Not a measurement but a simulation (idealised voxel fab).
Process module name: voxel trench capacitor
Square cells of 5 nm make up the cross-section cut, whose width is 190 nm.
For the purposes of this document, a cross-section shall be understood as a grid of square cells, specified as bands listed in top-to-bottom order, each band consisting of one or more rows of cells.
For a band, the entry starts with two heights in nm, that of the top and then that of the bottom, and carries on with the band's materials in order from left to right, each alongside its width in nm; the word "throughout" beside a single material means it fills the band edge to edge, and "air" means empty space.
Heights from 0 (as-received wafer is one material below). Bottom band endless downward, as "z 0 and below".
When a width is written as two numbers, as in "30 to 40", the first number is the width in the top row of cells of the band and the second is the width in its bottom row, and the width changes by the same amount from each row to the next.
No cell of the cross-section changed in a step that is given as "left unchanged".
Under "Fully sealed cavities" you'll find the enclosed gaps, the ones with no way out to the top, that are 8 cells or bigger; each reads width x height at distance, with distance counted from the left edge, everything in nm.
Anything after a step's settings on that line? It's the simulator's own note about the step.
If you see "overlay nm" on a step's line and that step has a mask, it's telling you how far right of where it was planned the mask ended up; a negative number means it went left instead.
Note: before/after cross-section pairs follow, one process step per pair, after-side truncated at the lowest changed band, step and settings given beneath. Different runs of this module on the same starting wafer may supply the pairs; a pair continues the one above only where the "Pre-step geometry" entry says so.

Pre-step geometry:
z 0 and below | Si throughout
Fully sealed cavities: none

Section After Processing:
z 5 to 0 | SiN throughout
below 0: unchanged
Fully sealed cavities: none
Step lying between the two cross-sections just above: CONFORMAL_DEP (material SiN; thk nm 5)

Pre-step geometry: after-state, pair directly above.

Section After Processing:
z 20 to 5 | aC throughout
below 5: unchanged
Fully sealed cavities: none
Step lying between the two cross-sections just above: DIRECTIONAL_DEP (material aC; thk nm 15)

Pre-step geometry: after-state, pair directly above.

Section After Processing:
z 55 to 20 | 60 of resist  25 of air  15 of resist  25 of air  65 of resist
below 20: unchanged
Fully sealed cavities: none
Step lying between the two cross-sections just above: PATTERN (tone open; mask id TRENCH; material resist; width nm 25; pitch nm 40; thk nm 35; overlay nm 0)

Pre-step geometry: after-state, pair directly above.

Section After Processing:
z 40 to 20 | 60 of resist  25 of air  15 of resist  25 of air  65 of resist
z 20 to 5 | 60 of aC  25 of air  15 of aC  25 of air  65 of aC
below 5: unchanged
Fully sealed cavities: none
Step lying between the two cross-sections just above: DIRECTIONAL_ETCH (etch materials aC; depth nm 15)

Pre-step geometry: after-state, pair directly above.

Section After Processing:
z 20 to 5 | 60 of aC  25 of air  15 of aC  25 of air  65 of aC
below 5: unchanged
Fully sealed cavities: none
Step lying between the two cross-sections just above: STRIP (etch materials resist)

Pre-step geometry: after-state, pair directly above.

Section After Processing:
z 20 to 5 | 60 of aC  25 of air  15 of aC  25 of air  65 of aC
z 5 to 0 | 60 of SiN  25 of air  15 of SiN  25 of air  65 of SiN
below 0: unchanged
Fully sealed cavities: none
Step lying between the two cross-sections just above: DIRECTIONAL_ETCH (etch materials SiN; depth nm 5)

Pre-step geometry: after-state, pair directly above.

Section After Processing:
z 20 to 5 | 60 of aC  25 of air  15 of aC  25 of air  65 of aC
z 5 to 0 | 60 of SiN  25 of air  15 of SiN  25 of air  65 of SiN
z 0 to -30 | 60 of Si  25 of air  15 of Si  25 of air  65 of Si
below -30: unchanged
Fully sealed cavities: none
Step lying between the two cross-sections just above: DIRECTIONAL_ETCH (etch materials Si; depth nm 30)

Pre-step geometry: after-state, pair directly above.

Section After Processing:
z 5 to 0 | 60 of SiN  25 of air  15 of SiN  25 of air  65 of SiN
below 0: unchanged
Fully sealed cavities: none
Step lying between the two cross-sections just above: STRIP (etch materials aC)

Pre-step geometry: after-state, pair directly above.

Section After Processing:
z 10 to 5 | 65 of HfO2  15 of air  25 of HfO2  15 of air  70 of HfO2
z 5 to 0 | 60 of SiN  5 of HfO2  15 of air  5 of HfO2  15 of SiN  5 of HfO2  15 of air  5 of HfO2  65 of SiN
z 0 to -25 | 60 of Si  5 of HfO2  15 of air  5 of HfO2  15 of Si  5 of HfO2  15 of air  5 of HfO2  65 of Si
z -25 to -30 | 60 of Si  25 of HfO2  15 of Si  25 of HfO2  65 of Si
below -30: unchanged
Fully sealed cavities: none
Step lying between the two cross-sections just above: CONFORMAL_DEP (material HfO2; thk nm 5)

Pre-step geometry: after-state, pair directly above.

Section After Processing:
z 15 to 10 | 70 of TiN  5 of air  35 of TiN  5 of air  75 of TiN
z 10 to 5 | 65 of HfO2  5 of TiN  5 of air  5 of TiN  25 of HfO2  5 of TiN  5 of air  5 of TiN  70 of HfO2
z 5 to 0 | 60 of SiN  5 of HfO2  5 of TiN  5 of air  5 of TiN  5 of HfO2  15 of SiN  5 of HfO2  5 of TiN  5 of air  5 of TiN  5 of HfO2  65 of SiN
z 0 to -20 | 60 of Si  5 of HfO2  5 of TiN  5 of air  5 of TiN  5 of HfO2  15 of Si  5 of HfO2  5 of TiN  5 of air  5 of TiN  5 of HfO2  65 of Si
z -20 to -25 | 60 of Si  5 of HfO2  15 of TiN  5 of HfO2  15 of Si  5 of HfO2  15 of TiN  5 of HfO2  65 of Si
below -25: unchanged
Fully sealed cavities: none
Step lying between the two cross-sections just above: CONFORMAL_DEP (material TiN; thk nm 5)

Pre-step geometry: after-state, pair directly above.

Section After Processing:
z 25 to 15 | W throughout
z 15 to 10 | 70 of TiN  5 of W  35 of TiN  5 of W  75 of TiN
z 10 to 5 | 65 of HfO2  5 of TiN  5 of W  5 of TiN  25 of HfO2  5 of TiN  5 of W  5 of TiN  70 of HfO2
z 5 to 0 | 60 of SiN  5 of HfO2  5 of TiN  5 of W  5 of TiN  5 of HfO2  15 of SiN  5 of HfO2  5 of TiN  5 of W  5 of TiN  5 of HfO2  65 of SiN
z 0 to -20 | 60 of Si  5 of HfO2  5 of TiN  5 of W  5 of TiN  5 of HfO2  15 of Si  5 of HfO2  5 of TiN  5 of W  5 of TiN  5 of HfO2  65 of Si
below -20: unchanged
Fully sealed cavities: none
Step lying between the two cross-sections just above: FILL_DEP (material W; thk nm 10)

Pre-step geometry: after-state, pair directly above.

Section After Processing:
z 5 to 0 | 60 of SiN  5 of HfO2  5 of TiN  5 of W  5 of TiN  5 of HfO2  15 of SiN  5 of HfO2  5 of TiN  5 of W  5 of TiN  5 of HfO2  65 of SiN
below 0: unchanged
Fully sealed cavities: none
Step lying between the two cross-sections just above: CMP (height nm 5)

Pre-step geometry:
z 20 to 5 | 60 of aC  25 of air  15 of aC  25 of air  65 of aC
z 5 to 0 | 60 of SiN  25 of air  15 of SiN  25 of air  65 of SiN
z 0 to -30 | 60 of Si  25 of air  15 of Si  25 of air  65 of Si
z -30 and below | Si throughout
Fully sealed cavities: none

Section After Processing:
z 20 to 5 | 60 of aC  25 of air  15 of aC  25 of air  65 of aC
z 5 to 0 | 60 of SiN  25 of air  15 of SiN  25 of air  65 of SiN
z 0 to -60 | 60 of Si  25 of air  15 of Si  25 of air  65 of Si
below -60: unchanged
Fully sealed cavities: none
Step lying between the two cross-sections just above: DIRECTIONAL_ETCH (etch materials Si; depth nm 30)

Pre-step geometry: after-state, pair directly above.

Section After Processing:
z 5 to 0 | 60 of SiN  25 of air  15 of SiN  25 of air  65 of SiN
below 0: unchanged
Fully sealed cavities: none
Step lying between the two cross-sections just above: STRIP (etch materials aC)

Pre-step geometry: after-state, pair directly above.

Section After Processing:
z 10 to 5 | 65 of HfO2  15 of air  25 of HfO2  15 of air  70 of HfO2
z 5 to 0 | 60 of SiN  5 of HfO2  15 of air  5 of HfO2  15 of SiN  5 of HfO2  15 of air  5 of HfO2  65 of SiN
z 0 to -55 | 60 of Si  5 of HfO2  15 of air  5 of HfO2  15 of Si  5 of HfO2  15 of air  5 of HfO2  65 of Si
z -55 to -60 | 60 of Si  25 of HfO2  15 of Si  25 of HfO2  65 of Si
below -60: unchanged
Fully sealed cavities: none
Step lying between the two cross-sections just above: CONFORMAL_DEP (material HfO2; thk nm 5)

Pre-step geometry: after-state, pair directly above.

Section After Processing:
z 15 to 10 | 70 of TiN  5 of air  35 of TiN  5 of air  75 of TiN
z 10 to 5 | 65 of HfO2  5 of TiN  5 of air  5 of TiN  25 of HfO2  5 of TiN  5 of air  5 of TiN  70 of HfO2
z 5 to 0 | 60 of SiN  5 of HfO2  5 of TiN  5 of air  5 of TiN  5 of HfO2  15 of SiN  5 of HfO2  5 of TiN  5 of air  5 of TiN  5 of HfO2  65 of SiN
z 0 to -50 | 60 of Si  5 of HfO2  5 of TiN  5 of air  5 of TiN  5 of HfO2  15 of Si  5 of HfO2  5 of TiN  5 of air  5 of TiN  5 of HfO2  65 of Si
z -50 to -55 | 60 of Si  5 of HfO2  15 of TiN  5 of HfO2  15 of Si  5 of HfO2  15 of TiN  5 of HfO2  65 of Si
below -55: unchanged
Fully sealed cavities: none
Step lying between the two cross-sections just above: CONFORMAL_DEP (material TiN; thk nm 5)

Pre-step geometry: after-state, pair directly above.

Section After Processing:
z 25 to 15 | W throughout
z 15 to 10 | 70 of TiN  5 of W  35 of TiN  5 of W  75 of TiN
z 10 to 5 | 65 of HfO2  5 of TiN  5 of W  5 of TiN  25 of HfO2  5 of TiN  5 of W  5 of TiN  70 of HfO2
z 5 to 0 | 60 of SiN  5 of HfO2  5 of TiN  5 of W  5 of TiN  5 of HfO2  15 of SiN  5 of HfO2  5 of TiN  5 of W  5 of TiN  5 of HfO2  65 of SiN
z 0 to -50 | 60 of Si  5 of HfO2  5 of TiN  5 of W  5 of TiN  5 of HfO2  15 of Si  5 of HfO2  5 of TiN  5 of W  5 of TiN  5 of HfO2  65 of Si
below -50: unchanged
Fully sealed cavities: none
Step lying between the two cross-sections just above: FILL_DEP (material W; thk nm 10)

Pre-step geometry: after-state, pair directly above.

Section After Processing:
z 5 to 0 | 60 of SiN  5 of HfO2  5 of TiN  5 of W  5 of TiN  5 of HfO2  15 of SiN  5 of HfO2  5 of TiN  5 of W  5 of TiN  5 of HfO2  65 of SiN
below 0: unchanged
Fully sealed cavities: none
Step lying between the two cross-sections just above: CMP (height nm 5)

Pre-step geometry:
z 5 to 0 | 60 of SiN  25 of air  15 of SiN  25 of air  65 of SiN
z 0 to -30 | 60 of Si  25 of air  15 of Si  25 of air  65 of Si
z -30 and below | Si throughout
Fully sealed cavities: none

Section After Processing:
z 10 to 5 | 65 of TiN  15 of air  25 of TiN  15 of air  70 of TiN
z 5 to 0 | 60 of SiN  5 of TiN  15 of air  5 of TiN  15 of SiN  5 of TiN  15 of air  5 of TiN  65 of SiN
z 0 to -25 | 60 of Si  5 of TiN  15 of air  5 of TiN  15 of Si  5 of TiN  15 of air  5 of TiN  65 of Si
z -25 to -30 | 60 of Si  25 of TiN  15 of Si  25 of TiN  65 of Si
below -30: unchanged
Fully sealed cavities: none
Step lying between the two cross-sections just above: CONFORMAL_DEP (material TiN; thk nm 5)

Pre-step geometry: after-state, pair directly above.

Section After Processing:
z 15 to 10 | 70 of HfO2  5 of air  35 of HfO2  5 of air  75 of HfO2
z 10 to 5 | 65 of TiN  5 of HfO2  5 of air  5 of HfO2  25 of TiN  5 of HfO2  5 of air  5 of HfO2  70 of TiN
z 5 to 0 | 60 of SiN  5 of TiN  5 of HfO2  5 of air  5 of HfO2  5 of TiN  15 of SiN  5 of TiN  5 of HfO2  5 of air  5 of HfO2  5 of TiN  65 of SiN
z 0 to -20 | 60 of Si  5 of TiN  5 of HfO2  5 of air  5 of HfO2  5 of TiN  15 of Si  5 of TiN  5 of HfO2  5 of air  5 of HfO2  5 of TiN  65 of Si
z -20 to -25 | 60 of Si  5 of TiN  15 of HfO2  5 of TiN  15 of Si  5 of TiN  15 of HfO2  5 of TiN  65 of Si
below -25: unchanged
Fully sealed cavities: none
Step lying between the two cross-sections just above: CONFORMAL_DEP (material HfO2; thk nm 5)

Pre-step geometry: after-state, pair directly above.

Section After Processing:
z 25 to 15 | W throughout
z 15 to 10 | 70 of HfO2  5 of W  35 of HfO2  5 of W  75 of HfO2
z 10 to 5 | 65 of TiN  5 of HfO2  5 of W  5 of HfO2  25 of TiN  5 of HfO2  5 of W  5 of HfO2  70 of TiN
z 5 to 0 | 60 of SiN  5 of TiN  5 of HfO2  5 of W  5 of HfO2  5 of TiN  15 of SiN  5 of TiN  5 of HfO2  5 of W  5 of HfO2  5 of TiN  65 of SiN
z 0 to -20 | 60 of Si  5 of TiN  5 of HfO2  5 of W  5 of HfO2  5 of TiN  15 of Si  5 of TiN  5 of HfO2  5 of W  5 of HfO2  5 of TiN  65 of Si
below -20: unchanged
Fully sealed cavities: none
Step lying between the two cross-sections just above: FILL_DEP (material W; thk nm 10)

Pre-step geometry: after-state, pair directly above.

Section After Processing:
z 5 to 0 | 60 of SiN  5 of TiN  5 of HfO2  5 of W  5 of HfO2  5 of TiN  15 of SiN  5 of TiN  5 of HfO2  5 of W  5 of HfO2  5 of TiN  65 of SiN
below 0: unchanged
Fully sealed cavities: none
Step lying between the two cross-sections just above: CMP (height nm 5)

Pre-step geometry:
z 25 to 15 | W throughout
z 15 to 10 | 70 of TiN  5 of W  35 of TiN  5 of W  75 of TiN
z 10 to 5 | 65 of HfO2  5 of TiN  5 of W  5 of TiN  25 of HfO2  5 of TiN  5 of W  5 of TiN  70 of HfO2
z 5 to 0 | 60 of SiN  5 of HfO2  5 of TiN  5 of W  5 of TiN  5 of HfO2  15 of SiN  5 of HfO2  5 of TiN  5 of W  5 of TiN  5 of HfO2  65 of SiN
z 0 to -20 | 60 of Si  5 of HfO2  5 of TiN  5 of W  5 of TiN  5 of HfO2  15 of Si  5 of HfO2  5 of TiN  5 of W  5 of TiN  5 of HfO2  65 of Si
z -20 to -25 | 60 of Si  5 of HfO2  15 of TiN  5 of HfO2  15 of Si  5 of HfO2  15 of TiN  5 of HfO2  65 of Si
z -25 to -30 | 60 of Si  25 of HfO2  15 of Si  25 of HfO2  65 of Si
z -30 and below | Si throughout
Fully sealed cavities: none

Section After Processing:
z 15 to 10 | 70 of TiN  5 of W  35 of TiN  5 of W  75 of TiN
below 10: unchanged
Fully sealed cavities: none
Step lying between the two cross-sections just above: CMP (height nm 15)

Pre-step geometry:
z 20 to 5 | aC throughout
z 5 to 0 | SiN throughout
z 0 and below | Si throughout
Fully sealed cavities: none

Section After Processing:
z 55 to 20 | 65 of resist  15 of air  25 of resist  15 of air  70 of resist
below 20: unchanged
Fully sealed cavities: none
Step lying between the two cross-sections just above: PATTERN (tone open; mask id TRENCH; material resist; width nm 15; pitch nm 40; thk nm 35; overlay nm 0)

Pre-step geometry: after-state, pair directly above.

Section After Processing:
z 40 to 20 | 65 of resist  15 of air  25 of resist  15 of air  70 of resist
z 20 to 5 | 65 of aC  15 of air  25 of aC  15 of air  70 of aC
below 5: unchanged
Fully sealed cavities: none
Step lying between the two cross-sections just above: DIRECTIONAL_ETCH (etch materials aC; depth nm 15)

Pre-step geometry: after-state, pair directly above.

Section After Processing:
z 20 to 5 | 65 of aC  15 of air  25 of aC  15 of air  70 of aC
below 5: unchanged
Fully sealed cavities: none
Step lying between the two cross-sections just above: STRIP (etch materials resist)

Pre-step geometry: after-state, pair directly above.

Section After Processing:
z 20 to 5 | 65 of aC  15 of air  25 of aC  15 of air  70 of aC
z 5 to 0 | 65 of SiN  15 of air  25 of SiN  15 of air  70 of SiN
below 0: unchanged
Fully sealed cavities: none
Step lying between the two cross-sections just above: DIRECTIONAL_ETCH (etch materials SiN; depth nm 5)

Pre-step geometry: after-state, pair directly above.

Section After Processing:
z 20 to 5 | 65 of aC  15 of air  25 of aC  15 of air  70 of aC
z 5 to 0 | 65 of SiN  15 of air  25 of SiN  15 of air  70 of SiN
z 0 to -30 | 65 of Si  15 of air  25 of Si  15 of air  70 of Si
below -30: unchanged
Fully sealed cavities: none
Step lying between the two cross-sections just above: DIRECTIONAL_ETCH (etch materials Si; depth nm 30)

Pre-step geometry: after-state, pair directly above.

Section After Processing:
z 5 to 0 | 65 of SiN  15 of air  25 of SiN  15 of air  70 of SiN
below 0: unchanged
Fully sealed cavities: none
Step lying between the two cross-sections just above: STRIP (etch materials aC)

Pre-step geometry: after-state, pair directly above.

Section After Processing:
z 10 to 5 | 70 of HfO2  5 of air  35 of HfO2  5 of air  75 of HfO2
z 5 to 0 | 65 of SiN  5 of HfO2  5 of air  5 of HfO2  25 of SiN  5 of HfO2  5 of air  5 of HfO2  70 of SiN
z 0 to -25 | 65 of Si  5 of HfO2  5 of air  5 of HfO2  25 of Si  5 of HfO2  5 of air  5 of HfO2  70 of Si
z -25 to -30 | 65 of Si  15 of HfO2  25 of Si  15 of HfO2  70 of Si
below -30: unchanged
Fully sealed cavities: none
Step lying between the two cross-sections just above: CONFORMAL_DEP (material HfO2; thk nm 5)

Pre-step geometry: after-state, pair directly above.

Section After Processing:
z 15 to 10 | TiN throughout
z 10 to 5 | 70 of HfO2  5 of TiN  35 of HfO2  5 of TiN  75 of HfO2
z 5 to 0 | 65 of SiN  5 of HfO2  5 of TiN  5 of HfO2  25 of SiN  5 of HfO2  5 of TiN  5 of HfO2  70 of SiN
z 0 to -25 | 65 of Si  5 of HfO2  5 of TiN  5 of HfO2  25 of Si  5 of HfO2  5 of TiN  5 of HfO2  70 of Si
below -25: unchanged
Fully sealed cavities: none
Step lying between the two cross-sections just above: CONFORMAL_DEP (material TiN; thk nm 5)

Pre-step geometry: after-state, pair directly above.

Section After Processing:
z 25 to 15 | W throughout
below 15: unchanged
Fully sealed cavities: none
Step lying between the two cross-sections just above: FILL_DEP (material W; thk nm 10)

Pre-step geometry: after-state, pair directly above.

Section After Processing:
z 5 to 0 | 65 of SiN  5 of HfO2  5 of TiN  5 of HfO2  25 of SiN  5 of HfO2  5 of TiN  5 of HfO2  70 of SiN
below 0: unchanged
Fully sealed cavities: none
Step lying between the two cross-sections just above: CMP (height nm 5)

Pre-step geometry:
z 20 to 5 | aC throughout
z 5 to 0 | SiN throughout
z 0 and below | Si throughout
Fully sealed cavities: none

Section After Processing:
z 55 to 20 | 65 of resist  25 of air  15 of resist  25 of air  60 of resist
below 20: unchanged
Fully sealed cavities: none
Step lying between the two cross-sections just above: PATTERN (tone open; mask id TRENCH; material resist; width nm 25; pitch nm 40; thk nm 35; overlay nm 5)

Pre-step geometry: after-state, pair directly above.

Section After Processing:
z 40 to 20 | 65 of resist  25 of air  15 of resist  25 of air  60 of resist
z 20 to 5 | 65 of aC  25 of air  15 of aC  25 of air  60 of aC
below 5: unchanged
Fully sealed cavities: none
Step lying between the two cross-sections just above: DIRECTIONAL_ETCH (etch materials aC; depth nm 15)

Pre-step geometry: after-state, pair directly above.

Section After Processing:
z 20 to 5 | 65 of aC  25 of air  15 of aC  25 of air  60 of aC
below 5: unchanged
Fully sealed cavities: none
Step lying between the two cross-sections just above: STRIP (etch materials resist)

Pre-step geometry: after-state, pair directly above.

Section After Processing:
z 20 to 5 | 65 of aC  25 of air  15 of aC  25 of air  60 of aC
z 5 to 0 | 65 of SiN  25 of air  15 of SiN  25 of air  60 of SiN
below 0: unchanged
Fully sealed cavities: none
Step lying between the two cross-sections just above: DIRECTIONAL_ETCH (etch materials SiN; depth nm 5)

Pre-step geometry: after-state, pair directly above.

Section After Processing:
z 20 to 5 | 65 of aC  25 of air  15 of aC  25 of air  60 of aC
z 5 to 0 | 65 of SiN  25 of air  15 of SiN  25 of air  60 of SiN
z 0 to -30 | 65 of Si  25 of air  15 of Si  25 of air  60 of Si
below -30: unchanged
Fully sealed cavities: none
Step lying between the two cross-sections just above: DIRECTIONAL_ETCH (etch materials Si; depth nm 30)

Pre-step geometry: after-state, pair directly above.

Section After Processing:
z 5 to 0 | 65 of SiN  25 of air  15 of SiN  25 of air  60 of SiN
below 0: unchanged
Fully sealed cavities: none
Step lying between the two cross-sections just above: STRIP (etch materials aC)

Pre-step geometry: after-state, pair directly above.

Section After Processing:
z 10 to 5 | 70 of HfO2  15 of air  25 of HfO2  15 of air  65 of HfO2
z 5 to 0 | 65 of SiN  5 of HfO2  15 of air  5 of HfO2  15 of SiN  5 of HfO2  15 of air  5 of HfO2  60 of SiN
z 0 to -25 | 65 of Si  5 of HfO2  15 of air  5 of HfO2  15 of Si  5 of HfO2  15 of air  5 of HfO2  60 of Si
z -25 to -30 | 65 of Si  25 of HfO2  15 of Si  25 of HfO2  60 of Si
below -30: unchanged
Fully sealed cavities: none
Step lying between the two cross-sections just above: CONFORMAL_DEP (material HfO2; thk nm 5)

Pre-step geometry: after-state, pair directly above.

Section After Processing:
z 15 to 10 | 75 of TiN  5 of air  35 of TiN  5 of air  70 of TiN
z 10 to 5 | 70 of HfO2  5 of TiN  5 of air  5 of TiN  25 of HfO2  5 of TiN  5 of air  5 of TiN  65 of HfO2
z 5 to 0 | 65 of SiN  5 of HfO2  5 of TiN  5 of air  5 of TiN  5 of HfO2  15 of SiN  5 of HfO2  5 of TiN  5 of air  5 of TiN  5 of HfO2  60 of SiN
z 0 to -20 | 65 of Si  5 of HfO2  5 of TiN  5 of air  5 of TiN  5 of HfO2  15 of Si  5 of HfO2  5 of TiN  5 of air  5 of TiN  5 of HfO2  60 of Si
z -20 to -25 | 65 of Si  5 of HfO2  15 of TiN  5 of HfO2  15 of Si  5 of HfO2  15 of TiN  5 of HfO2  60 of Si
below -25: unchanged
Fully sealed cavities: none
Step lying between the two cross-sections just above: CONFORMAL_DEP (material TiN; thk nm 5)

Pre-step geometry: after-state, pair directly above.

Section After Processing:
z 25 to 15 | W throughout
z 15 to 10 | 75 of TiN  5 of W  35 of TiN  5 of W  70 of TiN
z 10 to 5 | 70 of HfO2  5 of TiN  5 of W  5 of TiN  25 of HfO2  5 of TiN  5 of W  5 of TiN  65 of HfO2
z 5 to 0 | 65 of SiN  5 of HfO2  5 of TiN  5 of W  5 of TiN  5 of HfO2  15 of SiN  5 of HfO2  5 of TiN  5 of W  5 of TiN  5 of HfO2  60 of SiN
z 0 to -20 | 65 of Si  5 of HfO2  5 of TiN  5 of W  5 of TiN  5 of HfO2  15 of Si  5 of HfO2  5 of TiN  5 of W  5 of TiN  5 of HfO2  60 of Si
below -20: unchanged
Fully sealed cavities: none
Step lying between the two cross-sections just above: FILL_DEP (material W; thk nm 10)

Pre-step geometry: after-state, pair directly above.

Section After Processing:
z 5 to 0 | 65 of SiN  5 of HfO2  5 of TiN  5 of W  5 of TiN  5 of HfO2  15 of SiN  5 of HfO2  5 of TiN  5 of W  5 of TiN  5 of HfO2  60 of SiN
below 0: unchanged
Fully sealed cavities: none
Step lying between the two cross-sections just above: CMP (height nm 5)

Pre-step geometry:
z 10 to 5 | 65 of TiN  15 of air  25 of TiN  15 of air  70 of TiN
z 5 to 0 | 60 of SiN  5 of TiN  15 of air  5 of TiN  15 of SiN  5 of TiN  15 of air  5 of TiN  65 of SiN
z 0 to -25 | 60 of Si  5 of TiN  15 of air  5 of TiN  15 of Si  5 of TiN  15 of air  5 of TiN  65 of Si
z -25 to -30 | 60 of Si  25 of TiN  15 of Si  25 of TiN  65 of Si
z -30 and below | Si throughout
Fully sealed cavities: none

Section After Processing:
z 15 to 5 | 70 of TiN  5 of air  35 of TiN  5 of air  75 of TiN
z 5 to 0 | 60 of SiN  10 of TiN  5 of air  10 of TiN  15 of SiN  10 of TiN  5 of air  10 of TiN  65 of SiN
z 0 to -20 | 60 of Si  10 of TiN  5 of air  10 of TiN  15 of Si  10 of TiN  5 of air  10 of TiN  65 of Si
z -20 to -30 | 60 of Si  25 of TiN  15 of Si  25 of TiN  65 of Si
below -30: unchanged
Fully sealed cavities: none
Step lying between the two cross-sections just above: CONFORMAL_DEP (material TiN; thk nm 5)

Pre-step geometry: after-state, pair directly above.

Section After Processing:
z 25 to 15 | W throughout
z 15 to 5 | 70 of TiN  5 of W  35 of TiN  5 of W  75 of TiN
z 5 to 0 | 60 of SiN  10 of TiN  5 of W  10 of TiN  15 of SiN  10 of TiN  5 of W  10 of TiN  65 of SiN
z 0 to -20 | 60 of Si  10 of TiN  5 of W  10 of TiN  15 of Si  10 of TiN  5 of W  10 of TiN  65 of Si
below -20: unchanged
Fully sealed cavities: none
Step lying between the two cross-sections just above: FILL_DEP (material W; thk nm 10)

Pre-step geometry: after-state, pair directly above.

Section After Processing:
z 5 to 0 | 60 of SiN  10 of TiN  5 of W  10 of TiN  15 of SiN  10 of TiN  5 of W  10 of TiN  65 of SiN
below 0: unchanged
Fully sealed cavities: none
Step lying between the two cross-sections just above: CMP (height nm 5)

Pre-step geometry:
z 20 to 5 | aC throughout
z 5 to 0 | SiN throughout
z 0 and below | Si throughout
Fully sealed cavities: none

Section After Processing:
z 55 to 20 | 60 of air  25 of resist  15 of air  25 of resist  65 of air
below 20: unchanged
Fully sealed cavities: none
Step lying between the two cross-sections just above: PATTERN (tone cover; mask id TRENCH; material resist; width nm 25; pitch nm 40; thk nm 35; overlay nm 0)

Pre-step geometry: after-state, pair directly above.

Section After Processing:
z 40 to 20 | 60 of air  25 of resist  15 of air  25 of resist  65 of air
z 20 to 5 | 60 of air  25 of aC  15 of air  25 of aC  65 of air
below 5: unchanged
Fully sealed cavities: none
Step lying between the two cross-sections just above: DIRECTIONAL_ETCH (etch materials aC; depth nm 15)

Pre-step geometry: after-state, pair directly above.

Section After Processing:
z 20 to 5 | 60 of air  25 of aC  15 of air  25 of aC  65 of air
below 5: unchanged
Fully sealed cavities: none
Step lying between the two cross-sections just above: STRIP (etch materials resist)

Pre-step geometry: after-state, pair directly above.

Section After Processing:
z 20 to 5 | 60 of air  25 of aC  15 of air  25 of aC  65 of air
z 5 to 0 | 60 of air  25 of SiN  15 of air  25 of SiN  65 of air
below 0: unchanged
Fully sealed cavities: none
Step lying between the two cross-sections just above: DIRECTIONAL_ETCH (etch materials SiN; depth nm 5)

Pre-step geometry: after-state, pair directly above.

Section After Processing:
z 20 to 5 | 60 of air  25 of aC  15 of air  25 of aC  65 of air
z 5 to 0 | 60 of air  25 of SiN  15 of air  25 of SiN  65 of air
z 0 to -30 | 60 of air  25 of Si  15 of air  25 of Si  65 of air
below -30: unchanged
Fully sealed cavities: none
Step lying between the two cross-sections just above: DIRECTIONAL_ETCH (etch materials Si; depth nm 30)

Pre-step geometry: after-state, pair directly above.

Section After Processing:
z 5 to 0 | 60 of air  25 of SiN  15 of air  25 of SiN  65 of air
below 0: unchanged
Fully sealed cavities: none
Step lying between the two cross-sections just above: STRIP (etch materials aC)

Pre-step geometry: after-state, pair directly above.

Section After Processing:
z 10 to 5 | 55 of air  35 of HfO2  5 of air  35 of HfO2  60 of air
z 5 to 0 | 55 of air  5 of HfO2  25 of SiN  5 of HfO2  5 of air  5 of HfO2  25 of SiN  5 of HfO2  60 of air
z 0 to -25 | 55 of air  5 of HfO2  25 of Si  5 of HfO2  5 of air  5 of HfO2  25 of Si  5 of HfO2  60 of air
z -25 to -30 | 60 of HfO2  25 of Si  15 of HfO2  25 of Si  65 of HfO2
below -30: unchanged
Fully sealed cavities: none
Step lying between the two cross-sections just above: CONFORMAL_DEP (material HfO2; thk nm 5)

Pre-step geometry: after-state, pair directly above.

Section After Processing:
z 15 to 10 | 50 of air  85 of TiN  55 of air
z 10 to 5 | 50 of air  5 of TiN  35 of HfO2  5 of TiN  35 of HfO2  5 of TiN  55 of air
z 5 to 0 | 50 of air  5 of TiN  5 of HfO2  25 of SiN  5 of HfO2  5 of TiN  5 of HfO2  25 of SiN  5 of HfO2  5 of TiN  55 of air
z 0 to -20 | 50 of air  5 of TiN  5 of HfO2  25 of Si  5 of HfO2  5 of TiN  5 of HfO2  25 of Si  5 of HfO2  5 of TiN  55 of air
z -20 to -25 | 55 of TiN  5 of HfO2  25 of Si  5 of HfO2  5 of TiN  5 of HfO2  25 of Si  5 of HfO2  60 of TiN
below -25: unchanged
Fully sealed cavities: none
Step lying between the two cross-sections just above: CONFORMAL_DEP (material TiN; thk nm 5)

Pre-step geometry: after-state, pair directly above.

Section After Processing:
z 25 to 15 | W throughout
z 15 to 10 | 50 of W  85 of TiN  55 of W
z 10 to 5 | 50 of W  5 of TiN  35 of HfO2  5 of TiN  35 of HfO2  5 of TiN  55 of W
z 5 to 0 | 50 of W  5 of TiN  5 of HfO2  25 of SiN  5 of HfO2  5 of TiN  5 of HfO2  25 of SiN  5 of HfO2  5 of TiN  55 of W
z 0 to -20 | 50 of W  5 of TiN  5 of HfO2  25 of Si  5 of HfO2  5 of TiN  5 of HfO2  25 of Si  5 of HfO2  5 of TiN  55 of W
below -20: unchanged
Fully sealed cavities: none
Step lying between the two cross-sections just above: FILL_DEP (material W; thk nm 10)

Pre-step geometry: after-state, pair directly above.

Section After Processing:
z 5 to 0 | 50 of W  5 of TiN  5 of HfO2  25 of SiN  5 of HfO2  5 of TiN  5 of HfO2  25 of SiN  5 of HfO2  5 of TiN  55 of W
below 0: unchanged
Fully sealed cavities: none
Step lying between the two cross-sections just above: CMP (height nm 5)
